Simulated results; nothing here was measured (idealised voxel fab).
You're looking at the process module voxel tone inversion.
It is cross-section cut that appears here, measuring 160 nm in width, its square cells being 5 nm in size.
A cross-section is written here as square cells arranged in a grid, and it is given in bands from the top down, each band taking up one or more rows of cells. Top height, bottom height, nm. Materials left to right, width each, nm. Single material + "everywhere" = fills band edge to edge. "empty" = empty. Zero point of the height axis is 0; under it, received wafer = one material. Lowest band: continues down indefinitely, "from 0 down". Think of "30..40" as a width that walks from the first number to the second as you go down the band, top row to bottom row, taking equal-sized steps from row to row. Take "remains unaltered" at face value: in the step it is given for, the cross-section changed in none of its cells. The label "Enclosed internal cavities" introduces a list of the empty spaces, 8 cells or larger, that have no open way up to the top; each entry in it reads width x height at distance, where the distance is taken from the left edge and all three are stated in nm. after a step's settings: what the simulator itself notes on the step. Each step line may optionally specify "overlay nm", which for a step with a mask gives the rightward distance between the mask's planned place and where it lay, a negative value indicating the leftward direction.
PLAN
1: RECEIVE with material Si
2: CONFORMAL_DEP with material SiCN, thk nm 5
3: DIRECTIONAL_DEP with material polySi, thk nm 15
4: PATTERN with tone cover, mask id POSTS, material resist, width nm 25, pitch nm 50, thk nm 35, overlay nm 0
5: DIRECTIONAL_ETCH with etch materials polySi, depth nm 25
6: STRIP with etch materials resist
7: FILL_DEP with material SiO2, thk nm 10
8: CMP with height nm 30
9: STRIP with etch materials polySi
The wafers are alike at the start. At step 3, their thk nm differs. The plan lists the first wafer's value.
CUT THROUGH THE FIRST OF SEVERAL WAFERS AS RECEIVED, POST STEP 1
- from 0 down | Si everywhere
- Enclosed internal cavities: none
GAINED (+) OR LOST (-) CELLS OF EACH MATERIAL SINCE RECEIPT, THEN CLOSED VOIDS: ONE ROW PER WAFER, AT THE END OF THE MODULE
thk nm 15, +32 SiCN, +130 SiO2, +30 polySi, Enclosed internal cavities: none
thk nm 20, +32 SiCN, +120 SiO2, +40 polySi, Enclosed internal cavities: none
thk nm 25, +32 SiCN, +110 SiO2, Enclosed internal cavities: none
thk nm 30, +32 SiCN, Enclosed internal cavities: none
thk nm 35, +32 SiCN, Enclosed internal cavities: none
thk nm 40, +32 SiCN, Enclosed internal cavities: none
